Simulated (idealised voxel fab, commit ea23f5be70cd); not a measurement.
Process module, titled voxel transistor to metal
FYI the section here is cut, 205 nm wide, cells are 5 nm squares.
In this document a cross-section is written as a grid of square cells. It is given as a series of bands, listed from the top down, and a band is one or more rows of cells. Band entry format. Leading values: height of top, height of bottom, nm. Remainder: materials in left-to-right order, each with its width in nm. Special words: "edge to edge" on a single material, which then fills the band edge to edge; "empty", empty space. For the purposes of this specification, 0 denotes the height below which the wafer in its as-received condition is composed wholly of one material, and the lowermost band, lacking a lower limit, extends downward without end, as expressed in "0 -> down". The two numbers in a width such as "30..40" mark its ends across the band: the first belongs to the top row of cells, the second to the bottom row, and from each row to the next the width moves by the same amount. A step reported as "remained unchanged" is a step in which no cell of the cross-section changed. "Sealed void listing" - sealed voids, min. 8 cells, no opening to top; format: width x height at distance (distance from left edge; nm throughout). If you see something after the settings on a step's line, that's the simulator's own remark about that step. "overlay nm" denotes, for a step that has a mask, the displacement of the mask to the right of its planned place, with negative values corresponding to the left.
[plan]
1: RECEIVE [material Si]
2: CONFORMAL_DEP [material SiO2] [thk nm 5]
3: CONFORMAL_DEP [material SiN] [thk nm 15]
4: MASKED_ETCH [tone cover] [mask id ACTIVE] [width nm 95] [etch materials SiN] [depth nm 15] [overlay nm 0]
5: MASKED_ETCH [tone cover] [mask id ACTIVE] [width nm 95] [etch materials SiO2] [depth nm 5] [overlay nm 0]
6: MASKED_ETCH [tone cover] [mask id ACTIVE] [width nm 95] [etch materials Si] [depth nm 25] [overlay nm 0]
7: FILL_DEP [material SiO2] [thk nm 15]
8: CMP [height nm 20]
9: SELECTIVE_ETCH [etch materials SiO2] [depth nm 15]
10: STRIP [etch materials SiN]
11: SELECTIVE_ETCH [etch materials SiO2] [depth nm 5]
12: OXIDIZE [depth nm 5]
13: DIRECTIONAL_DEP [material polySi] [thk nm 30]
14: DIRECTIONAL_DEP [material SiCN] [thk nm 15]
15: DIRECTIONAL_DEP [material aC] [thk nm 15]
16: PATTERN [tone cover] [mask id GATE] [material resist] [width nm 15] [thk nm 35] [overlay nm 0]
17: DIRECTIONAL_ETCH [etch materials aC] [depth nm 15]
18: STRIP [etch materials resist]
19: DIRECTIONAL_ETCH [etch materials SiCN] [depth nm 25]
20: DIRECTIONAL_ETCH [etch materials polySi] [depth nm 40]
21: STRIP [etch materials aC]
22: CONFORMAL_DEP [material SiN] [thk nm 5]
23: DIRECTIONAL_ETCH [etch materials SiN] [depth nm 5]
24: DIRECTIONAL_ETCH [etch materials SiO2] [depth nm 5]
25: DIRECTIONAL_ETCH [etch materials Si] [depth nm 15]
26: EPI [material pSi] [thk nm 20]
27: FILL_DEP [material SiO2] [thk nm 5]
28: CMP [height nm 45]
29: DIRECTIONAL_DEP [material SiO2] [thk nm 15]
30: PATTERN [tone open] [mask id CONTACT] [material resist] [width nm 20] [pitch nm 65] [thk nm 15] [overlay nm 0]
31: DIRECTIONAL_ETCH [etch materials SiO2] [depth nm 60]
32: STRIP [etch materials resist]
33: CONFORMAL_DEP [material TiN] [thk nm 5]
34: FILL_DEP [material W] [thk nm 10]
35: CMP [height nm 60]
36: CONFORMAL_DEP [material SiCN] [thk nm 5]
37: DIRECTIONAL_DEP [material lowk] [thk nm 20]
38: MASKED_ETCH [tone open] [mask id METAL_1] [width nm 20] [pitch nm 65] [etch materials lowk] [depth nm 20] [overlay nm 0]
39: MASKED_ETCH [tone open] [mask id METAL_1] [width nm 20] [pitch nm 65] [etch materials SiCN] [depth nm 5] [overlay nm 0]
40: CONFORMAL_DEP [material TiN] [thk nm 5]
41: FILL_DEP [material Cu] [thk nm 5]
42: CMP [height nm 85]
43: CONFORMAL_DEP [material SiCN] [thk nm 5]
44: DIRECTIONAL_DEP [material SiO2] [thk nm 30]
45: PATTERN [tone open] [mask id METAL_2_HOLES] [material resist] [width nm 15] [pitch nm 65] [thk nm 15] [overlay nm 0]
46: DIRECTIONAL_ETCH [etch materials SiO2] [depth nm 30]
47: STRIP [etch materials resist]
48: MASKED_ETCH [tone open] [mask id METAL_2] [width nm 20] [pitch nm 65] [etch materials SiO2] [depth nm 15] [overlay nm 0]
49: MASKED_ETCH [tone open] [mask id METAL_2] [width nm 20] [pitch nm 65] [etch materials SiCN] [depth nm 5] [overlay nm 0]
50: CONFORMAL_DEP [material TiN] [thk nm 5]
51: FILL_DEP [material Cu] [thk nm 10]
52: CMP [height nm 120]
53: CONFORMAL_DEP [material SiCN] [thk nm 5]
[Cross-section, incoming material, after step 1]
	0 -> down = Si edge to edge
	Sealed void listing: none
[Cross-sectional image of the first of two wafers at the end of the module, the run having proceeded as planned]
	125 -> 120 = SiCN edge to edge
	120 -> 110 = SiO2=60; TiN=5; Cu=10; TiN=5; SiO2=45; TiN=5; Cu=10; TiN=5; SiO2=60
	110 -> 105 = SiO2=60; TiN=5; Cu=5; TiN=10; SiO2=45; TiN=5; Cu=5; TiN=10; SiO2=60
	105 -> 90 = SiO2=60; TiN=5; Cu=5; TiN=5; SiO2=50; TiN=5; Cu=5; TiN=5; SiO2=65
	90 -> 85 = SiCN=60; TiN=15; SiCN=50; TiN=15; SiCN=65
	85 -> 65 = lowk=60; TiN=5; Cu=10; TiN=5; lowk=45; TiN=5; Cu=10; TiN=5; lowk=60
	65 -> 60 = SiCN=60; TiN=20; SiCN=45; TiN=20; SiCN=60
	60 -> 45 = SiO2=60; TiN=5; W=10; TiN=5; SiO2=45; TiN=5; W=10; TiN=5; SiO2=60
	45 -> 30 = SiO2=60; TiN=5; W=10; TiN=5; SiO2=10; SiN=5; SiCN=15; SiN=5; SiO2=10; TiN=5; W=10; TiN=5; SiO2=60
	30 -> 20 = SiO2=60; TiN=5; W=10; TiN=5; SiO2=10; SiN=5; polySi=15; SiN=5; SiO2=10; TiN=5; W=10; TiN=5; SiO2=60
	20 -> 15 = SiO2=60; TiN=20; SiO2=10; SiN=5; polySi=15; SiN=5; SiO2=10; TiN=20; SiO2=60
	15 -> 0 = SiO2=60; TiN=10; pSi=20; SiN=5; polySi=15; SiN=5; pSi=20; TiN=10; SiO2=60
	0 -> -5 = SiO2=50; pSi=40; SiO2=25; pSi=40; SiO2=50
	-5 -> -20 = SiO2=55; pSi=35; Si=25; pSi=35; SiO2=55
	-20 -> -25 = SiO2=55; Si=95; SiO2=55
	-25 -> down = Si edge to edge
	Sealed void listing: none
[This is the second of the two wafers, cross-sectioned at the end of the module; it started exactly like the first and was given the same plan, but it was run with one mistake]
	125 -> 120 = SiCN edge to edge
	120 -> 110 = SiO2=60; TiN=5; Cu=10; TiN=5; SiO2=45; TiN=5; Cu=10; TiN=5; SiO2=60
	110 -> 105 = SiO2=60; TiN=5; Cu=5; TiN=10; SiO2=45; TiN=5; Cu=5; TiN=10; SiO2=60
	105 -> 90 = SiO2=60; TiN=5; Cu=5; TiN=5; SiO2=50; TiN=5; Cu=5; TiN=5; SiO2=65
	90 -> 85 = SiCN=60; TiN=15; SiCN=50; TiN=15; SiCN=65
	85 -> 65 = lowk=60; TiN=5; Cu=10; TiN=5; lowk=45; TiN=5; Cu=10; TiN=5; lowk=60
	65 -> 60 = SiCN=60; TiN=20; SiCN=45; TiN=20; SiCN=60
	60 -> 50 = SiO2=60; TiN=5; W=10; TiN=5; SiO2=45; TiN=5; W=10; TiN=5; SiO2=60
	50 -> 45 = SiO2=60; TiN=20; SiO2=45; TiN=20; SiO2=60
	45 -> 30 = SiCN=95; SiN=5; SiO2=5; SiN=5; SiCN=95
	30 -> 15 = polySi=95; SiN=5; SiO2=5; SiN=5; polySi=95
	15 -> 0 = polySi=95; SiN=5; pSi=5; SiN=5; polySi=95
	0 -> -5 = SiO2=100; pSi=5; SiO2=100
	-5 -> -20 = SiO2=55; Si=45; pSi=5; Si=45; SiO2=55
	-20 -> -25 = SiO2=55; Si=95; SiO2=55
	-25 -> down = Si edge to edge
	Sealed void listing: none
What went wrong in running the wafer? step 16 did not use the planned setting and instead ran as PATTERN [tone open] [mask id GATE] [material resist] [width nm 15] [thk nm 35] [overlay nm 0]
The second wafer ends with more or fewer cells of some materials than the first, per final count: +39 Si, +105 SiCN, -219 SiO2, -36 TiN, -24 W, -75 pSi, +210 polySi
